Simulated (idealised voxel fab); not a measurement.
voxel wiring stack: a process module
Section cut is 240 nm wide and gridded with 5 nm square cells.
Bands, listed from the top down, are how a cross-section gets written in this document; the cross-section itself is a grid of square cells, and a band is one or more rows of them. Band: top and bottom heights (nm) first, top before bottom; then materials from left to right, widths in nm. "all across" marks a sole material filling the band edge to edge. "blank" denotes empty space. Note: height 0 marks the level under which the wafer is uniformly one material as received. Lowest band unbounded below, written "0 and below". Think of "30->40" as a width that walks from the first number to the second as you go down the band, top row to bottom row, taking equal-sized steps from row to row. "nothing changed" for a step: no cell of the cross-section changed in that step. "Internal closed voids" lists enclosed empty spaces (at least 8 cells, no open path upward to the top), each as width x height at distance from the left edge, in nm. The remark found on a step's line after its settings is issued by the simulator itself and pertains to that step. A step's line can hold "overlay nm"; with a mask on that step, the setting says how far right of the planned place the mask lay, while a negative setting says it lay to the left.
The process steps that were planned are listed below:
- 1: RECEIVE [material Si]
- 2: CONFORMAL_DEP [material SiO2] [thk nm 15]
- 3: DIRECTIONAL_DEP [material TiN] [thk nm 5]
- 4: DIRECTIONAL_DEP [material W] [thk nm 20]
- 5: DIRECTIONAL_DEP [material aC] [thk nm 15]
- 6: PATTERN [tone cover] [mask id METAL_1] [material resist] [width nm 20] [pitch nm 40] [thk nm 35] [overlay nm 0]
- 7: DIRECTIONAL_ETCH [etch materials aC] [depth nm 15]
- 8: STRIP [etch materials resist]
- 9: DIRECTIONAL_ETCH [etch materials W] [depth nm 20]
- 10: DIRECTIONAL_ETCH [etch materials TiN] [depth nm 5]
- 11: STRIP [etch materials aC]
- 12: CONFORMAL_DEP [material SiCN] [thk nm 5]
- 13: FILL_DEP [material lowk] [thk nm 5]
- 14: CMP [height nm 40]
- 15: CONFORMAL_DEP [material SiCN] [thk nm 5]
- 16: DIRECTIONAL_DEP [material lowk] [thk nm 20]
- 17: DIRECTIONAL_DEP [material aC] [thk nm 15]
- 18: PATTERN [tone open] [mask id PLUG_1] [material resist] [width nm 15] [pitch nm 40] [thk nm 30] [overlay nm 0]
- 19: DIRECTIONAL_ETCH [etch materials aC] [depth nm 15]
- 20: STRIP [etch materials resist]
- 21: DIRECTIONAL_ETCH [etch materials lowk] [depth nm 20]
- 22: DIRECTIONAL_ETCH [etch materials SiCN] [depth nm 5]
- 23: STRIP [etch materials aC]
- 24: EPI [material Ru] [thk nm 10]
- 25: EPI [material Ru] [thk nm 10]
- 26: EPI [material Ru] [thk nm 5]
- 27: DIRECTIONAL_DEP [material TiN] [thk nm 5]
- 28: DIRECTIONAL_DEP [material Ru] [thk nm 15]
- 29: DIRECTIONAL_DEP [material aC] [thk nm 10]
- 30: PATTERN [tone cover] [mask id METAL_2] [material resist] [width nm 20] [pitch nm 40] [thk nm 30] [overlay nm 0]
- 31: DIRECTIONAL_ETCH [etch materials aC] [depth nm 10]
- 32: STRIP [etch materials resist]
- 33: DIRECTIONAL_ETCH [etch materials Ru] [depth nm 15]
- 34: DIRECTIONAL_ETCH [etch materials TiN] [depth nm 5]
- 35: STRIP [etch materials aC]
- 36: FILL_DEP [material SiO2] [thk nm 10]
- 37: CMP [height nm 85]
- 38: CONFORMAL_DEP [material SiN] [thk nm 5]
Wafer, first of two, run as planned:
Step 1 complete: cross-section of the wafer as received:
> 0 and below | Si all across
> Internal closed voids: none
The following cross-section depicts the wafer upon completion of step 2:
> 15 down to 0 | SiO2 all across
> At heights below 0, the structure remains unaltered.
The following cross-section depicts the wafer upon completion of step 3:
> 20 down to 15 | TiN all across
> At heights below 15, the structure remains unaltered.
The following cross-section depicts the wafer upon completion of step 4:
> 40 down to 20 | W all across
> At heights below 20, the structure remains unaltered.
The following cross-section depicts the wafer upon completion of step 5:
> 55 down to 40 | aC all across
> At heights below 40, the structure remains unaltered.
The following cross-section depicts the wafer upon completion of step 6:
> 90 down to 55 | blank 50, then resist 20, then blank 20, then resist 20, then blank 20, then resist 20, then blank 20, then resist 20, then blank 50
> At heights below 55, the structure remains unaltered.
The following cross-section depicts the wafer upon completion of step 7:
> 75 down to 55 | blank 50, then resist 20, then blank 20, then resist 20, then blank 20, then resist 20, then blank 20, then resist 20, then blank 50
> 55 down to 40 | blank 50, then aC 20, then blank 20, then aC 20, then blank 20, then aC 20, then blank 20, then aC 20, then blank 50
> At heights below 40, the structure remains unaltered.
The following cross-section depicts the wafer upon completion of step 8:
> 55 down to 40 | blank 50, then aC 20, then blank 20, then aC 20, then blank 20, then aC 20, then blank 20, then aC 20, then blank 50
> At heights below 40, the structure remains unaltered.
The following cross-section depicts the wafer upon completion of step 9:
> 55 down to 40 | blank 50, then aC 20, then blank 20, then aC 20, then blank 20, then aC 20, then blank 20, then aC 20, then blank 50
> 40 down to 20 | blank 50, then W 20, then blank 20, then W 20, then blank 20, then W 20, then blank 20, then W 20, then blank 50
> At heights below 20, the structure remains unaltered.
The following cross-section depicts the wafer upon completion of step 10:
> 55 down to 40 | blank 50, then aC 20, then blank 20, then aC 20, then blank 20, then aC 20, then blank 20, then aC 20, then blank 50
> 40 down to 20 | blank 50, then W 20, then blank 20, then W 20, then blank 20, then W 20, then blank 20, then W 20, then blank 50
> 20 down to 15 | blank 50, then TiN 20, then blank 20, then TiN 20, then blank 20, then TiN 20, then blank 20, then TiN 20, then blank 50
> At heights below 15, the structure remains unaltered.
The following cross-section depicts the wafer upon completion of step 11:
> 40 down to 20 | blank 50, then W 20, then blank 20, then W 20, then blank 20, then W 20, then blank 20, then W 20, then blank 50
> At heights below 20, the structure remains unaltered.
The following cross-section depicts the wafer upon completion of step 12:
> 45 down to 40 | blank 45, then SiCN 30, then blank 10, then SiCN 30, then blank 10, then SiCN 30, then blank 10, then SiCN 30, then blank 45
> 40 down to 20 | blank 45, then SiCN 5, then W 20, then SiCN 5, then blank 10, then SiCN 5, then W 20, then SiCN 5, then blank 10, then SiCN 5, then W 20, then SiCN 5, then blank 10, then SiCN 5, then W 20, then SiCN 5, then blank 45
> 20 down to 15 | SiCN 50, then TiN 20, then SiCN 20, then TiN 20, then SiCN 20, then TiN 20, then SiCN 20, then TiN 20, then SiCN 50
> At heights below 15, the structure remains unaltered.
The following cross-section depicts the wafer upon completion of step 13:
> 50 down to 45 | lowk all across
> 45 down to 40 | lowk 45, then SiCN 30, then lowk 10, then SiCN 30, then lowk 10, then SiCN 30, then lowk 10, then SiCN 30, then lowk 45
> 40 down to 20 | lowk 45, then SiCN 5, then W 20, then SiCN 5, then lowk 10, then SiCN 5, then W 20, then SiCN 5, then lowk 10, then SiCN 5, then W 20, then SiCN 5, then lowk 10, then SiCN 5, then W 20, then SiCN 5, then lowk 45
> At heights below 20, the structure remains unaltered.
The following cross-section depicts the wafer upon completion of step 14:
> 40 down to 20 | lowk 45, then SiCN 5, then W 20, then SiCN 5, then lowk 10, then SiCN 5, then W 20, then SiCN 5, then lowk 10, then SiCN 5, then W 20, then SiCN 5, then lowk 10, then SiCN 5, then W 20, then SiCN 5, then lowk 45
> At heights below 20, the structure remains unaltered.
The following cross-section depicts the wafer upon completion of step 15:
> 45 down to 40 | SiCN all across
> At heights below 40, the structure remains unaltered.
The following cross-section depicts the wafer upon completion of step 16:
> 65 down to 45 | lowk all across
> At heights below 45, the structure remains unaltered.
The following cross-section depicts the wafer upon completion of step 17:
> 80 down to 65 | aC all across
> At heights below 65, the structure remains unaltered.
The following cross-section depicts the wafer upon completion of step 18:
> 110 down to 80 | resist 50, then blank 15, then resist 25, then blank 15, then resist 25, then blank 15, then resist 25, then blank 15, then resist 55
> At heights below 80, the structure remains unaltered.
The following cross-section depicts the wafer upon completion of step 19:
> 95 down to 80 | resist 50, then blank 15, then resist 25, then blank 15, then resist 25, then blank 15, then resist 25, then blank 15, then resist 55
> 80 down to 65 | aC 50, then blank 15, then aC 25, then blank 15, then aC 25, then blank 15, then aC 25, then blank 15, then aC 55
> At heights below 65, the structure remains unaltered.
The following cross-section depicts the wafer upon completion of step 20:
> 80 down to 65 | aC 50, then blank 15, then aC 25, then blank 15, then aC 25, then blank 15, then aC 25, then blank 15, then aC 55
> At heights below 65, the structure remains unaltered.
The following cross-section depicts the wafer upon completion of step 21:
> 80 down to 65 | aC 50, then blank 15, then aC 25, then blank 15, then aC 25, then blank 15, then aC 25, then blank 15, then aC 55
> 65 down to 45 | lowk 50, then blank 15, then lowk 25, then blank 15, then lowk 25, then blank 15, then lowk 25, then blank 15, then lowk 55
> At heights below 45, the structure remains unaltered.
The following cross-section depicts the wafer upon completion of step 22:
> 80 down to 65 | aC 50, then blank 15, then aC 25, then blank 15, then aC 25, then blank 15, then aC 25, then blank 15, then aC 55
> 65 down to 45 | lowk 50, then blank 15, then lowk 25, then blank 15, then lowk 25, then blank 15, then lowk 25, then blank 15, then lowk 55
> 45 down to 40 | SiCN 50, then blank 15, then SiCN 25, then blank 15, then SiCN 25, then blank 15, then SiCN 25, then blank 15, then SiCN 55
> At heights below 40, the structure remains unaltered.
The following cross-section depicts the wafer upon completion of step 23:
> 65 down to 45 | lowk 50, then blank 15, then lowk 25, then blank 15, then lowk 25, then blank 15, then lowk 25, then blank 15, then lowk 55
> At heights below 45, the structure remains unaltered.
The following cross-section depicts the wafer upon completion of step 24:
> 65 down to 50 | lowk 50, then blank 15, then lowk 25, then blank 15, then lowk 25, then blank 15, then lowk 25, then blank 15, then lowk 55
> 50 down to 45 | lowk 50, then Ru 15, then lowk 25, then Ru 15, then lowk 25, then Ru 15, then lowk 25, then Ru 15, then lowk 55
> 45 down to 40 | SiCN 50, then Ru 15, then SiCN 25, then Ru 15, then SiCN 25, then Ru 15, then SiCN 25, then Ru 15, then SiCN 55
> At heights below 40, the structure remains unaltered.
The following cross-section depicts the wafer upon completion of step 25:
> 65 down to 60 | lowk 50, then blank 15, then lowk 25, then blank 15, then lowk 25, then blank 15, then lowk 25, then blank 15, then lowk 55
> 60 down to 45 | lowk 50, then Ru 15, then lowk 25, then Ru 15, then lowk 25, then Ru 15, then lowk 25, then Ru 15, then lowk 55
> At heights below 45, the structure remains unaltered.
The following cross-section depicts the wafer upon completion of step 26:
> 65 down to 45 | lowk 50, then Ru 15, then lowk 25, then Ru 15, then lowk 25, then Ru 15, then lowk 25, then Ru 15, then lowk 55
> At heights below 45, the structure remains unaltered.
The following cross-section depicts the wafer upon completion of step 27:
> 70 down to 65 | TiN all across
> At heights below 65, the structure remains unaltered.
The following cross-section depicts the wafer upon completion of step 28:
> 85 down to 70 | Ru all across
> At heights below 70, the structure remains unaltered.
The following cross-section depicts the wafer upon completion of step 29:
> 95 down to 85 | aC all across
> At heights below 85, the structure remains unaltered.
The following cross-section depicts the wafer upon completion of step 30:
> 125 down to 95 | blank 50, then resist 20, then blank 20, then resist 20, then blank 20, then resist 20, then blank 20, then resist 20, then blank 50
> At heights below 95, the structure remains unaltered.
The following cross-section depicts the wafer upon completion of step 31:
> 115 down to 95 | blank 50, then resist 20, then blank 20, then resist 20, then blank 20, then resist 20, then blank 20, then resist 20, then blank 50
> 95 down to 85 | blank 50, then aC 20, then blank 20, then aC 20, then blank 20, then aC 20, then blank 20, then aC 20, then blank 50
> At heights below 85, the structure remains unaltered.
The following cross-section depicts the wafer upon completion of step 32:
> 95 down to 85 | blank 50, then aC 20, then blank 20, then aC 20, then blank 20, then aC 20, then blank 20, then aC 20, then blank 50
> At heights below 85, the structure remains unaltered.
The following cross-section depicts the wafer upon completion of step 33:
> 95 down to 85 | blank 50, then aC 20, then blank 20, then aC 20, then blank 20, then aC 20, then blank 20, then aC 20, then blank 50
> 85 down to 70 | blank 50, then Ru 20, then blank 20, then Ru 20, then blank 20, then Ru 20, then blank 20, then Ru 20, then blank 50
> At heights below 70, the structure remains unaltered.
The following cross-section depicts the wafer upon completion of step 34:
> 95 down to 85 | blank 50, then aC 20, then blank 20, then aC 20, then blank 20, then aC 20, then blank 20, then aC 20, then blank 50
> 85 down to 70 | blank 50, then Ru 20, then blank 20, then Ru 20, then blank 20, then Ru 20, then blank 20, then Ru 20, then blank 50
> 70 down to 65 | blank 50, then TiN 20, then blank 20, then TiN 20, then blank 20, then TiN 20, then blank 20, then TiN 20, then blank 50
> At heights below 65, the structure remains unaltered.
The following cross-section depicts the wafer upon completion of step 35:
> 85 down to 70 | blank 50, then Ru 20, then blank 20, then Ru 20, then blank 20, then Ru 20, then blank 20, then Ru 20, then blank 50
> At heights below 70, the structure remains unaltered.
The following cross-section depicts the wafer upon completion of step 36:
> 95 down to 85 | SiO2 all across
> 85 down to 70 | SiO2 50, then Ru 20, then SiO2 20, then Ru 20, then SiO2 20, then Ru 20, then SiO2 20, then Ru 20, then SiO2 50
> 70 down to 65 | SiO2 50, then TiN 20, then SiO2 20, then TiN 20, then SiO2 20, then TiN 20, then SiO2 20, then TiN 20, then SiO2 50
> At heights below 65, the structure remains unaltered.
The following cross-section depicts the wafer upon completion of step 37:
> 85 down to 70 | SiO2 50, then Ru 20, then SiO2 20, then Ru 20, then SiO2 20, then Ru 20, then SiO2 20, then Ru 20, then SiO2 50
> At heights below 70, the structure remains unaltered.
The following cross-section depicts the wafer upon completion of step 38:
> 90 down to 85 | SiN all across
> At heights below 85, the structure remains unaltered.
Okay, second wafer. Nothing different at the start, nothing different in the plan, just one mistake somewhere in the running. As far as step 2, counting that step, it's the first wafer all over again:
Cross-sectional view of the second wafer at the intended end time of process step 3:
> 30 down to 15 | TiN all across
> At heights below 15, the structure remains unaltered.
Cross-sectional view of the second wafer at the intended end time of process step 4:
> 50 down to 30 | W all across
> At heights below 30, the structure remains unaltered.
Cross-sectional view of the second wafer at the intended end time of process step 5:
> 65 down to 50 | aC all across
> At heights below 50, the structure remains unaltered.
Cross-sectional view of the second wafer at the intended end time of process step 6:
> 100 down to 65 | blank 50, then resist 20, then blank 20, then resist 20, then blank 20, then resist 20, then blank 20, then resist 20, then blank 50
> At heights below 65, the structure remains unaltered.
Cross-sectional view of the second wafer at the intended end time of process step 7:
> 85 down to 65 | blank 50, then resist 20, then blank 20, then resist 20, then blank 20, then resist 20, then blank 20, then resist 20, then blank 50
> 65 down to 50 | blank 50, then aC 20, then blank 20, then aC 20, then blank 20, then aC 20, then blank 20, then aC 20, then blank 50
> At heights below 50, the structure remains unaltered.
Cross-sectional view of the second wafer at the intended end time of process step 8:
> 65 down to 50 | blank 50, then aC 20, then blank 20, then aC 20, then blank 20, then aC 20, then blank 20, then aC 20, then blank 50
> At heights below 50, the structure remains unaltered.
Cross-sectional view of the second wafer at the intended end time of process step 9:
> 65 down to 50 | blank 50, then aC 20, then blank 20, then aC 20, then blank 20, then aC 20, then blank 20, then aC 20, then blank 50
> 50 down to 30 | blank 50, then W 20, then blank 20, then W 20, then blank 20, then W 20, then blank 20, then W 20, then blank 50
> At heights below 30, the structure remains unaltered.
Cross-sectional view of the second wafer at the intended end time of process step 10:
> 65 down to 50 | blank 50, then aC 20, then blank 20, then aC 20, then blank 20, then aC 20, then blank 20, then aC 20, then blank 50
> 50 down to 30 | blank 50, then W 20, then blank 20, then W 20, then blank 20, then W 20, then blank 20, then W 20, then blank 50
> 30 down to 25 | blank 50, then TiN 20, then blank 20, then TiN 20, then blank 20, then TiN 20, then blank 20, then TiN 20, then blank 50
> At heights below 25, the structure remains unaltered.
Cross-sectional view of the second wafer at the intended end time of process step 11:
> 50 down to 30 | blank 50, then W 20, then blank 20, then W 20, then blank 20, then W 20, then blank 20, then W 20, then blank 50
> At heights below 30, the structure remains unaltered.
Cross-sectional view of the second wafer at the intended end time of process step 12:
> 55 down to 50 | blank 45, then SiCN 30, then blank 10, then SiCN 30, then blank 10, then SiCN 30, then blank 10, then SiCN 30, then blank 45
> 50 down to 30 | blank 45, then SiCN 5, then W 20, then SiCN 5, then blank 10, then SiCN 5, then W 20, then SiCN 5, then blank 10, then SiCN 5, then W 20, then SiCN 5, then blank 10, then SiCN 5, then W 20, then SiCN 5, then blank 45
> 30 down to 25 | SiCN 50, then TiN 20, then SiCN 20, then TiN 20, then SiCN 20, then TiN 20, then SiCN 20, then TiN 20, then SiCN 50
> At heights below 25, the structure remains unaltered.
Cross-sectional view of the second wafer at the intended end time of process step 13:
> 60 down to 55 | lowk all across
> 55 down to 50 | lowk 45, then SiCN 30, then lowk 10, then SiCN 30, then lowk 10, then SiCN 30, then lowk 10, then SiCN 30, then lowk 45
> 50 down to 30 | lowk 45, then SiCN 5, then W 20, then SiCN 5, then lowk 10, then SiCN 5, then W 20, then SiCN 5, then lowk 10, then SiCN 5, then W 20, then SiCN 5, then lowk 10, then SiCN 5, then W 20, then SiCN 5, then lowk 45
> At heights below 30, the structure remains unaltered.
Cross-sectional view of the second wafer at the intended end time of process step 14:
> 40 down to 30 | lowk 45, then SiCN 5, then W 20, then SiCN 5, then lowk 10, then SiCN 5, then W 20, then SiCN 5, then lowk 10, then SiCN 5, then W 20, then SiCN 5, then lowk 10, then SiCN 5, then W 20, then SiCN 5, then lowk 45
> At heights below 30, the structure remains unaltered.
Cross-sectional view of the second wafer at the intended end time of process step 15:
> 45 down to 40 | SiCN all across
> At heights below 40, the structure remains unaltered.
Cross-sectional view of the second wafer at the intended end time of process step 16:
> 65 down to 45 | lowk all across
> At heights below 45, the structure remains unaltered.
Cross-sectional view of the second wafer at the intended end time of process step 17:
> 80 down to 65 | aC all across
> At heights below 65, the structure remains unaltered.
Cross-sectional view of the second wafer at the intended end time of process step 18:
> 110 down to 80 | resist 50, then blank 15, then resist 25, then blank 15, then resist 25, then blank 15, then resist 25, then blank 15, then resist 55
> At heights below 80, the structure remains unaltered.
Cross-sectional view of the second wafer at the intended end time of process step 19:
> 95 down to 80 | resist 50, then blank 15, then resist 25, then blank 15, then resist 25, then blank 15, then resist 25, then blank 15, then resist 55
> 80 down to 65 | aC 50, then blank 15, then aC 25, then blank 15, then aC 25, then blank 15, then aC 25, then blank 15, then aC 55
> At heights below 65, the structure remains unaltered.
Cross-sectional view of the second wafer at the intended end time of process step 20:
> 80 down to 65 | aC 50, then blank 15, then aC 25, then blank 15, then aC 25, then blank 15, then aC 25, then blank 15, then aC 55
> At heights below 65, the structure remains unaltered.
Cross-sectional view of the second wafer at the intended end time of process step 21:
> 80 down to 65 | aC 50, then blank 15, then aC 25, then blank 15, then aC 25, then blank 15, then aC 25, then blank 15, then aC 55
> 65 down to 45 | lowk 50, then blank 15, then lowk 25, then blank 15, then lowk 25, then blank 15, then lowk 25, then blank 15, then lowk 55
> At heights below 45, the structure remains unaltered.
Cross-sectional view of the second wafer at the intended end time of process step 22:
> 80 down to 65 | aC 50, then blank 15, then aC 25, then blank 15, then aC 25, then blank 15, then aC 25, then blank 15, then aC 55
> 65 down to 45 | lowk 50, then blank 15, then lowk 25, then blank 15, then lowk 25, then blank 15, then lowk 25, then blank 15, then lowk 55
> 45 down to 40 | SiCN 50, then blank 15, then SiCN 25, then blank 15, then SiCN 25, then blank 15, then SiCN 25, then blank 15, then SiCN 55
> At heights below 40, the structure remains unaltered.
Cross-sectional view of the second wafer at the intended end time of process step 23:
> 65 down to 45 | lowk 50, then blank 15, then lowk 25, then blank 15, then lowk 25, then blank 15, then lowk 25, then blank 15, then lowk 55
> At heights below 45, the structure remains unaltered.
Cross-sectional view of the second wafer at the intended end time of process step 24:
> 65 down to 50 | lowk 50, then blank 15, then lowk 25, then blank 15, then lowk 25, then blank 15, then lowk 25, then blank 15, then lowk 55
> 50 down to 45 | lowk 50, then Ru 15, then lowk 25, then Ru 15, then lowk 25, then Ru 15, then lowk 25, then Ru 15, then lowk 55
> 45 down to 40 | SiCN 50, then Ru 15, then SiCN 25, then Ru 15, then SiCN 25, then Ru 15, then SiCN 25, then Ru 15, then SiCN 55
> At heights below 40, the structure remains unaltered.
Cross-sectional view of the second wafer at the intended end time of process step 25:
> 65 down to 60 | lowk 50, then blank 15, then lowk 25, then blank 15, then lowk 25, then blank 15, then lowk 25, then blank 15, then lowk 55
> 60 down to 45 | lowk 50, then Ru 15, then lowk 25, then Ru 15, then lowk 25, then Ru 15, then lowk 25, then Ru 15, then lowk 55
> At heights below 45, the structure remains unaltered.
Cross-sectional view of the second wafer at the intended end time of process step 26:
> 65 down to 45 | lowk 50, then Ru 15, then lowk 25, then Ru 15, then lowk 25, then Ru 15, then lowk 25, then Ru 15, then lowk 55
> At heights below 45, the structure remains unaltered.
Cross-sectional view of the second wafer at the intended end time of process step 27:
> 70 down to 65 | TiN all across
> At heights below 65, the structure remains unaltered.
Cross-sectional view of the second wafer at the intended end time of process step 28:
> 85 down to 70 | Ru all across
> At heights below 70, the structure remains unaltered.
Cross-sectional view of the second wafer at the intended end time of process step 29:
> 95 down to 85 | aC all across
> At heights below 85, the structure remains unaltered.
Cross-sectional view of the second wafer at the intended end time of process step 30:
> 125 down to 95 | blank 50, then resist 20, then blank 20, then resist 20, then blank 20, then resist 20, then blank 20, then resist 20, then blank 50
> At heights below 95, the structure remains unaltered.
Cross-sectional view of the second wafer at the intended end time of process step 31:
> 115 down to 95 | blank 50, then resist 20, then blank 20, then resist 20, then blank 20, then resist 20, then blank 20, then resist 20, then blank 50
> 95 down to 85 | blank 50, then aC 20, then blank 20, then aC 20, then blank 20, then aC 20, then blank 20, then aC 20, then blank 50
> At heights below 85, the structure remains unaltered.
Cross-sectional view of the second wafer at the intended end time of process step 32:
> 95 down to 85 | blank 50, then aC 20, then blank 20, then aC 20, then blank 20, then aC 20, then blank 20, then aC 20, then blank 50
> At heights below 85, the structure remains unaltered.
Cross-sectional view of the second wafer at the intended end time of process step 33:
> 95 down to 85 | blank 50, then aC 20, then blank 20, then aC 20, then blank 20, then aC 20, then blank 20, then aC 20, then blank 50
> 85 down to 70 | blank 50, then Ru 20, then blank 20, then Ru 20, then blank 20, then Ru 20, then blank 20, then Ru 20, then blank 50
> At heights below 70, the structure remains unaltered.
Cross-sectional view of the second wafer at the intended end time of process step 34:
> 95 down to 85 | blank 50, then aC 20, then blank 20, then aC 20, then blank 20, then aC 20, then blank 20, then aC 20, then blank 50
> 85 down to 70 | blank 50, then Ru 20, then blank 20, then Ru 20, then blank 20, then Ru 20, then blank 20, then Ru 20, then blank 50
> 70 down to 65 | blank 50, then TiN 20, then blank 20, then TiN 20, then blank 20, then TiN 20, then blank 20, then TiN 20, then blank 50
> At heights below 65, the structure remains unaltered.
Cross-sectional view of the second wafer at the intended end time of process step 35:
> 85 down to 70 | blank 50, then Ru 20, then blank 20, then Ru 20, then blank 20, then Ru 20, then blank 20, then Ru 20, then blank 50
> At heights below 70, the structure remains unaltered.
Cross-sectional view of the second wafer at the intended end time of process step 36:
> 95 down to 85 | SiO2 all across
> 85 down to 70 | SiO2 50, then Ru 20, then SiO2 20, then Ru 20, then SiO2 20, then Ru 20, then SiO2 20, then Ru 20, then SiO2 50
> 70 down to 65 | SiO2 50, then TiN 20, then SiO2 20, then TiN 20, then SiO2 20, then TiN 20, then SiO2 20, then TiN 20, then SiO2 50
> At heights below 65, the structure remains unaltered.
Cross-sectional view of the second wafer at the intended end time of process step 37:
> 85 down to 70 | SiO2 50, then Ru 20, then SiO2 20, then Ru 20, then SiO2 20, then Ru 20, then SiO2 20, then Ru 20, then SiO2 50
> At heights below 70, the structure remains unaltered.
Cross-sectional view of the second wafer at the intended end time of process step 38:
> 90 down to 85 | SiN all across
> At heights below 85, the structure remains unaltered.
What was the processing mistake? not per plan at step 3, really ran DIRECTIONAL_DEP [material TiN] [thk nm 15]
The final cell counts differ between the wafers, with the second having more or fewer of some materials than the first: SiCN -16 | TiN +96 | W -32 | lowk -48
